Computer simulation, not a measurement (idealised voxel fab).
process module | voxel fin reveal
cross-section cut | 265 nm wide | cells 5 nm
A cross-section is a grid of square cells, given in bands from the top down. A band is one or more rows of cells.
Each band's line starts with the height of the band's top and of its bottom, in nm. Then come its materials from left to right, each with its width in nm. One material with "throughout" fills the band from edge to edge. "air" is empty space.
Height 0 is the level under which the wafer as received is all one material. The lowest band goes on downwards, as in "0 down".
A width such as "30 to 40" changes by the same amount from each row of cells to the next, from the band's top row to its bottom row.
"no change" after a step means that no cell of the cross-section changed.
closed voids: empty space of 8 cells or more with no open way to the top, each as width x height at its distance from the left edge, in nm
after a step's settings: what the simulator itself notes on the step
overlay nm, on a step with a mask: how far to the right of its planned place the mask lay; to the left if negative
plan
1 op RECEIVE | material Si
2 op CONFORMAL_DEP | material SiN | thk nm 10
3 op DIRECTIONAL_DEP | material aC | thk nm 15
4 op PATTERN | tone cover | mask id FINS | material resist | width nm 15 | pitch nm 40 | thk nm 35 | overlay nm 0
5 op DIRECTIONAL_ETCH | etch materials aC | depth nm 15
6 op STRIP | etch materials resist
7 op DIRECTIONAL_ETCH | etch materials SiN | depth nm 10
8 op DIRECTIONAL_ETCH | etch materials Si | depth nm 30
9 op STRIP | etch materials aC
10 op OXIDIZE | depth nm 5
11 op FILL_DEP | material SiO2 | thk nm 10
12 op CMP | height nm 10
13 op SELECTIVE_ETCH | etch materials SiO2 | depth nm 30
14 op STRIP | etch materials SiN
15 op CONFORMAL_DEP | material SiO2 | thk nm 5
first wafer, as planned
as received, after step 1
  0 down: Si throughout
  closed voids: none
after step 2
  10 to 0: SiN throughout
  below 0: unchanged
after step 3
  25 to 10: aC throughout
  below 10: unchanged
after step 4
  60 to 25: air 85 | resist 15 | air 25 | resist 15 | air 25 | resist 15 | air 85
  below 25: unchanged
after step 5
  45 to 25: air 85 | resist 15 | air 25 | resist 15 | air 25 | resist 15 | air 85
  25 to 10: air 85 | aC 15 | air 25 | aC 15 | air 25 | aC 15 | air 85
  below 10: unchanged
after step 6
  25 to 10: air 85 | aC 15 | air 25 | aC 15 | air 25 | aC 15 | air 85
  below 10: unchanged
after step 7
  25 to 10: air 85 | aC 15 | air 25 | aC 15 | air 25 | aC 15 | air 85
  10 to 0: air 85 | SiN 15 | air 25 | SiN 15 | air 25 | SiN 15 | air 85
  below 0: unchanged
after step 8
  25 to 10: air 85 | aC 15 | air 25 | aC 15 | air 25 | aC 15 | air 85
  10 to 0: air 85 | SiN 15 | air 25 | SiN 15 | air 25 | SiN 15 | air 85
  0 to -30: air 85 | Si 15 | air 25 | Si 15 | air 25 | Si 15 | air 85
  below -30: unchanged
after step 9
  10 to 0: air 85 | SiN 15 | air 25 | SiN 15 | air 25 | SiN 15 | air 85
  below 0: unchanged
after step 10
  10 to 0: air 85 | SiN 15 | air 25 | SiN 15 | air 25 | SiN 15 | air 85
  0 to -30: air 85 | SiO2 5 | Si 5 | SiO2 5 | air 25 | SiO2 5 | Si 5 | SiO2 5 | air 25 | SiO2 5 | Si 5 | SiO2 5 | air 85
  -30 to -35: SiO2 90 | Si 5 | SiO2 35 | Si 5 | SiO2 35 | Si 5 | SiO2 90
  below -35: unchanged
after step 11
  20 to 10: SiO2 throughout
  10 to 0: SiO2 85 | SiN 15 | SiO2 25 | SiN 15 | SiO2 25 | SiN 15 | SiO2 85
  0 to -35: SiO2 90 | Si 5 | SiO2 35 | Si 5 | SiO2 35 | Si 5 | SiO2 90
  below -35: unchanged
after step 12
  10 to 0: SiO2 85 | SiN 15 | SiO2 25 | SiN 15 | SiO2 25 | SiN 15 | SiO2 85
  below 0: unchanged
after step 13
  10 to 0: air 85 | SiN 15 | air 25 | SiN 15 | air 25 | SiN 15 | air 85
  0 to -20: air 90 | Si 5 | air 35 | Si 5 | air 35 | Si 5 | air 90
  below -20: unchanged
after step 14
  0 to -20: air 90 | Si 5 | air 35 | Si 5 | air 35 | Si 5 | air 90
  below -20: unchanged
after step 15
  5 to 0: air 85 | SiO2 15 | air 25 | SiO2 15 | air 25 | SiO2 15 | air 85
  0 to -15: air 85 | SiO2 5 | Si 5 | SiO2 5 | air 25 | SiO2 5 | Si 5 | SiO2 5 | air 25 | SiO2 5 | Si 5 | SiO2 5 | air 85
  -15 to -35: SiO2 90 | Si 5 | SiO2 35 | Si 5 | SiO2 35 | Si 5 | SiO2 90
  below -35: unchanged
second wafer: like start, like plan, one mistake. Through step 14 it matches the first wafer
when step 15 should have ended: no change
what went wrong: step 15 was left out
at the end the second wafer has, in cells: 77 fewer of SiO2
